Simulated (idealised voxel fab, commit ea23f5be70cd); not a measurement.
process module | voxel plated lines
cross-section cut | 265 nm wide | cells 5 nm
A cross-section is a grid of square cells, given in bands from the top down. A band is one or more rows of cells.
Each band's line starts with the height of the band's top and of its bottom, in nm. Then come its materials from left to right, each with its width in nm. One material with "throughout" fills the band from edge to edge. "air" is empty space.
Height 0 is the level under which the wafer as received is all one material. The lowest band goes on downwards, as in "0 down".
A width such as "30 to 40" changes by the same amount from each row of cells to the next, from the band's top row to its bottom row.
"no change" after a step means that no cell of the cross-section changed.
closed voids: empty space of 8 cells or more with no open way to the top, each as width x height at its distance from the left edge, in nm
after a step's settings: what the simulator itself notes on the step
overlay nm, on a step with a mask: how far to the right of its planned place the mask lay; to the left if negative
plan
1 op RECEIVE | material Si
2 op CONFORMAL_DEP | material SiO2 | thk nm 5
3 op DIRECTIONAL_DEP | material TiN | thk nm 5
4 op PATTERN | tone open | mask id LINES | material resist | width nm 15 | pitch nm 40 | thk nm 25 | overlay nm 0
5 op EPI | material Ru | thk nm 5
6 op EPI | material Ru | thk nm 5
7 op STRIP | etch materials resist
8 op DIRECTIONAL_ETCH | etch materials TiN | depth nm 5
9 op CONFORMAL_DEP | material SiCN | thk nm 10
as received, after step 1
  0 down: Si throughout
  closed voids: none
first wafer at the end, as planned
  30 to 20: air 95 | SiCN 35 | air 5 | SiCN 35 | air 95
  20 to 15: air 95 | SiCN 10 | Ru 15 | SiCN 10 | air 5 | SiCN 10 | Ru 15 | SiCN 10 | air 95
  15 to 10: SiCN 105 | Ru 15 | SiCN 25 | Ru 15 | SiCN 105
  10 to 5: SiCN 105 | TiN 15 | SiCN 25 | TiN 15 | SiCN 105
  5 to 0: SiO2 throughout
  0 down: Si throughout
  closed voids: none
second wafer at the end: like start, like plan, one mistake
  30 to 20: air 95 | SiCN 80 | air 90
  20 to 15: air 95 | SiCN 10 | Ru 20 | SiCN 20 | Ru 20 | SiCN 10 | air 90
  15 to 10: SiCN 105 | Ru 20 | SiCN 20 | Ru 20 | SiCN 100
  10 to 5: SiCN 105 | TiN 20 | SiCN 20 | TiN 20 | SiCN 100
  5 to 0: SiO2 throughout
  0 down: Si throughout
  closed voids: none
what went wrong: step 4 ran as: op PATTERN | tone open | mask id LINES | material resist | width nm 20 | pitch nm 40 | thk nm 25 | overlay nm 0
at the end the second wafer has, in cells: 4 more of Ru | 2 more of TiN
